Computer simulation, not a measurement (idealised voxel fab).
Module name: voxel transistor to metal (process module)
FYI the section here is cut, 190 nm wide, cells are 5 nm squares.
A cross-section is a grid of square cells, given in bands from the top down. A band is one or more rows of cells.
Top, bottom (nm), then materials left to right with widths (nm); lone material tagged "all across" fills the whole band edge to edge; "blank" = empty space.
It should be noted that heights are counted from 0, beneath which the wafer as supplied is of one material throughout, and that the lowest band possesses no lower boundary but continues downward, as written in "0..down".
You'd read "30..40" like this: the band's top row of cells is as wide as the first number, its bottom row is as wide as the second, and going down, every row changes width by the same amount as the row before did.
Key: "nothing was modified" - step with no changed cell in the cross-section.
Any empty space of 8 cells or more lacking an open way to the top shows up in "Trapped voids" as width x height at distance, distance from the left edge, in nm.
Anything after a step's settings on that line? It's the simulator's own note about the step.
The line of a step may include "overlay nm". On a step with a mask, this value is how far to the right of its planned place the mask lay. A negative value means the mask lay to the left.
**plan**
1 RECEIVE: material Si
2 OXIDIZE: depth nm 5
3 CONFORMAL_DEP: material SiN, thk nm 10
4 PATTERN: tone cover, mask id ACTIVE, material resist, width nm 120, thk nm 20, overlay nm 0
5 DIRECTIONAL_ETCH: etch materials SiN, depth nm 10
6 DIRECTIONAL_ETCH: etch materials SiO2, depth nm 5
7 DIRECTIONAL_ETCH: etch materials Si, depth nm 20
8 STRIP: etch materials resist
9 FILL_DEP: material SiO2, thk nm 15
10 CMP: height nm 10
11 SELECTIVE_ETCH: etch materials SiO2, depth nm 5
12 STRIP: etch materials SiN
13 SELECTIVE_ETCH: etch materials SiO2, depth nm 5
14 OXIDIZE: depth nm 5
15 DIRECTIONAL_DEP: material polySi, thk nm 20
16 DIRECTIONAL_DEP: material SiCN, thk nm 10
17 DIRECTIONAL_DEP: material aC, thk nm 15
18 PATTERN: tone cover, mask id GATE, material resist, width nm 30, thk nm 30, overlay nm 0
19 DIRECTIONAL_ETCH: etch materials aC, depth nm 15
20 STRIP: etch materials resist
21 DIRECTIONAL_ETCH: etch materials SiCN, depth nm 20
22 DIRECTIONAL_ETCH: etch materials polySi, depth nm 30
23 STRIP: etch materials aC
24 CONFORMAL_DEP: material SiN, thk nm 5
25 DIRECTIONAL_ETCH: etch materials SiN, depth nm 5
26 DIRECTIONAL_ETCH: etch materials SiO2, depth nm 5
27 DIRECTIONAL_ETCH: etch materials Si, depth nm 10
28 EPI: material pSi, thk nm 10
29 FILL_DEP: material SiO2, thk nm 5
30 CMP: height nm 15
31 STRIP: etch materials polySi
32 SELECTIVE_ETCH: etch materials SiO2, depth nm 5
33 CONFORMAL_DEP: material HfO2, thk nm 5
34 CONFORMAL_DEP: material TiN, thk nm 5
35 FILL_DEP: material W, thk nm 5
36 CMP: height nm 10
37 DIRECTIONAL_DEP: material SiO2, thk nm 10
38 PATTERN: tone open, mask id CONTACT, material resist, width nm 15, pitch nm 85, thk nm 20, overlay nm 0
39 DIRECTIONAL_ETCH: etch materials SiO2, depth nm 30
40 STRIP: etch materials resist
41 CONFORMAL_DEP: material TiN, thk nm 5
42 FILL_DEP: material W, thk nm 5
43 CMP: height nm 20
44 CONFORMAL_DEP: material SiCN, thk nm 5
45 DIRECTIONAL_DEP: material SiO2, thk nm 15
46 PATTERN: tone open, mask id METAL_1, material resist, width nm 15, pitch nm 85, thk nm 20, overlay nm 0
47 DIRECTIONAL_ETCH: etch materials SiO2, depth nm 15
48 DIRECTIONAL_ETCH: etch materials SiCN, depth nm 5
49 STRIP: etch materials resist
50 CONFORMAL_DEP: material TiN, thk nm 5
51 FILL_DEP: material W, thk nm 5
52 CMP: height nm 40
53 CONFORMAL_DEP: material SiCN, thk nm 5
54 DIRECTIONAL_DEP: material lowk, thk nm 25
55 DIRECTIONAL_DEP: material aC, thk nm 15
56 PATTERN: tone open, mask id METAL_2, material resist, width nm 15, pitch nm 85, thk nm 30, overlay nm 0
57 DIRECTIONAL_ETCH: etch materials aC, depth nm 15
58 STRIP: etch materials resist
59 DIRECTIONAL_ETCH: etch materials lowk, depth nm 15
60 STRIP: etch materials aC
61 PATTERN: tone open, mask id METAL_2_HOLES, material resist, width nm 15, pitch nm 85, thk nm 20, overlay nm 0
62 DIRECTIONAL_ETCH: etch materials lowk, depth nm 10
63 DIRECTIONAL_ETCH: etch materials SiCN, depth nm 5
64 STRIP: etch materials resist
65 CONFORMAL_DEP: material TiN, thk nm 5
66 FILL_DEP: material Cu, thk nm 10
67 CMP: height nm 70
68 CONFORMAL_DEP: material SiN, thk nm 5
**As received (post step 1): cross-section**
- 0..down | Si all across
- Trapped voids: none
**As-planned run: cross-section of the first of two wafers at end of module**
- 75..70 | SiN all across
- 70..45 | 45 lowk; 5 TiN; 5 Cu; 5 TiN; 70 lowk; 5 TiN; 5 Cu; 5 TiN; 45 lowk
- 45..40 | 45 SiCN; 15 TiN; 70 SiCN; 15 TiN; 45 SiCN
- 40..25 | 45 SiO2; 5 TiN; 5 W; 5 TiN; 70 SiO2; 5 TiN; 5 W; 5 TiN; 45 SiO2
- 25..20 | 45 SiCN; 15 TiN; 70 SiCN; 15 TiN; 45 SiCN
- 20..10 | 45 SiO2; 5 TiN; 5 W; 5 TiN; 70 SiO2; 5 TiN; 5 W; 5 TiN; 45 SiO2
- 10..0 | 45 SiO2; 5 TiN; 5 W; 5 TiN; 15 SiO2; 5 SiN; 5 HfO2; 5 TiN; 10 W; 5 TiN; 5 HfO2; 5 SiN; 15 SiO2; 5 TiN; 5 W; 5 TiN; 45 SiO2
- 0..-5 | 30 SiO2; 5 SiN; 10 SiO2; 5 TiN; 5 W; 5 TiN; 5 SiO2; 10 pSi; 5 SiN; 5 HfO2; 20 TiN; 5 HfO2; 5 SiN; 10 pSi; 5 SiO2; 5 TiN; 5 W; 5 TiN; 10 SiO2; 5 SiN; 30 SiO2
- -5..-10 | 45 SiO2; 15 TiN; 5 SiO2; 10 pSi; 40 HfO2; 10 pSi; 5 SiO2; 15 TiN; 45 SiO2
- -10..-20 | 35 SiO2; 40 pSi; 40 Si; 40 pSi; 35 SiO2
- -20..-25 | 35 SiO2; 120 Si; 35 SiO2
- -25..down | Si all across
- Trapped voids: none
**Wafer two, sectioned after the module: the first wafer's start, the first wafer's plan, and one mistake in how it was run**
- 75..70 | SiN all across
- 70..45 | 45 lowk; 5 TiN; 5 Cu; 5 TiN; 70 lowk; 5 TiN; 5 Cu; 5 TiN; 45 lowk
- 45..40 | 45 SiCN; 15 TiN; 70 SiCN; 15 TiN; 45 SiCN
- 40..25 | 45 SiO2; 5 TiN; 5 W; 5 TiN; 70 SiO2; 5 TiN; 5 W; 5 TiN; 45 SiO2
- 25..20 | 45 SiCN; 15 TiN; 70 SiCN; 15 TiN; 45 SiCN
- 20..10 | 45 SiO2; 5 TiN; 5 W; 5 TiN; 70 SiO2; 5 TiN; 5 W; 5 TiN; 45 SiO2
- 10..0 | 45 SiO2; 5 TiN; 5 W; 5 TiN; 15 SiO2; 5 SiN; 5 HfO2; 5 TiN; 10 W; 5 TiN; 5 HfO2; 5 SiN; 15 SiO2; 5 TiN; 5 W; 5 TiN; 45 SiO2
- 0..-5 | 25 SiO2; 5 SiN; 15 SiO2; 5 TiN; 5 W; 5 TiN; 5 SiO2; 10 pSi; 5 SiN; 5 HfO2; 20 TiN; 5 HfO2; 5 SiN; 10 pSi; 5 SiO2; 5 TiN; 5 W; 5 TiN; 15 SiO2; 5 SiN; 25 SiO2
- -5..-10 | 45 SiO2; 15 TiN; 5 SiO2; 10 pSi; 40 HfO2; 10 pSi; 5 SiO2; 15 TiN; 45 SiO2
- -10..-20 | 30 SiO2; 45 pSi; 40 Si; 45 pSi; 30 SiO2
- -20..-25 | 30 SiO2; 130 Si; 30 SiO2
- -25..down | Si all across
- Trapped voids: none
Error vs. plan: step 4 did not use the planned setting and instead ran as PATTERN: tone cover, mask id ACTIVE, material resist, width nm 130, thk nm 20, overlay nm 0
Final cells, second wafer relative to first, materials higher or lower: +2 Si, -6 SiO2, +4 pSi
